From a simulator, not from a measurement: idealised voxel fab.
process module | voxel air gaps
cross-section cut | 155 nm wide | cells 5 nm
A cross-section is a grid of square cells, given in bands from the top down. A band is one or more rows of cells.
Each band's line starts with the height of the band's top and of its bottom, in nm. Then come its materials from left to right, each with its width in nm. One material with "throughout" fills the band from edge to edge. "air" is empty space.
Height 0 is the level under which the wafer as received is all one material. The lowest band goes on downwards, as in "0 down".
A width such as "30 to 40" changes by the same amount from each row of cells to the next, from the band's top row to its bottom row.
"no change" after a step means that no cell of the cross-section changed.
closed voids: empty space of 8 cells or more with no open way to the top, each as width x height at its distance from the left edge, in nm
after a step's settings: what the simulator itself notes on the step
overlay nm, on a step with a mask: how far to the right of its planned place the mask lay; to the left if negative
plan
1 op RECEIVE | material Si
2 op CONFORMAL_DEP | material SiO2 | thk nm 15
3 op CONFORMAL_DEP | material SiN | thk nm 5
4 op DIRECTIONAL_DEP | material lowk | thk nm 35
5 op DIRECTIONAL_DEP | material aC | thk nm 10
6 op PATTERN | tone open | mask id LINES | material resist | width nm 15 | pitch nm 40 | thk nm 30 | overlay nm 0
7 op DIRECTIONAL_ETCH | etch materials aC | depth nm 10
8 op STRIP | etch materials resist
9 op DIRECTIONAL_ETCH | etch materials lowk | depth nm 35
10 op STRIP | etch materials aC
11 op CONFORMAL_DEP | material TiN | thk nm 5
12 op FILL_DEP | material Ru | thk nm 5
13 op CMP | height nm 55
14 op EPI | material Ru | thk nm 10
15 op SELECTIVE_ETCH | etch materials lowk | depth nm 45
16 op CONFORMAL_DEP | material SiN | thk nm 5
as received, after step 1
  0 down: Si throughout
  closed voids: none
first wafer at the end, as planned
  70 to 65: air 15 | SiN 125 | air 15
  65 to 55: air 15 | SiN 5 | Ru 35 | SiN 5 | Ru 35 | SiN 5 | Ru 35 | SiN 5 | air 15
  55 to 50: air 15 | SiN 15 | TiN 5 | Ru 5 | TiN 5 | SiN 25 | TiN 5 | Ru 5 | TiN 5 | SiN 25 | TiN 5 | Ru 5 | TiN 5 | SiN 15 | air 15
  50 to 25: air 25 | SiN 5 | TiN 5 | Ru 5 | TiN 5 | SiN 5 | air 15 | SiN 5 | TiN 5 | Ru 5 | TiN 5 | SiN 5 | air 15 | SiN 5 | TiN 5 | Ru 5 | TiN 5 | SiN 5 | air 25
  25 to 20: SiN 30 | TiN 15 | SiN 25 | TiN 15 | SiN 25 | TiN 15 | SiN 30
  20 to 15: SiN throughout
  15 to 0: SiO2 throughout
  0 down: Si throughout
  closed voids: 15 x 25 at 50; 15 x 25 at 90
second wafer at the end: like start, like plan, one mistake
  70 to 65: SiN throughout
  65 to 55: Ru throughout
  55 to 25: Ru 25 | TiN 5 | lowk 15 | TiN 5 | Ru 15 | TiN 5 | lowk 15 | TiN 5 | Ru 15 | TiN 5 | lowk 15 | TiN 5 | Ru 25
  25 to 20: TiN 30 | lowk 15 | TiN 25 | lowk 15 | TiN 25 | lowk 15 | TiN 30
  20 to 15: SiN throughout
  15 to 0: SiO2 throughout
  0 down: Si throughout
  closed voids: none
what went wrong: step 6 ran as: op PATTERN | tone cover | mask id LINES | material resist | width nm 15 | pitch nm 40 | thk nm 30 | overlay nm 0
at the end the second wafer has, in cells: 98 more of Ru | 70 fewer of SiN | 13 more of TiN | 63 more of lowk
closed voids at the end (first wafer, second wafer): 2, 0
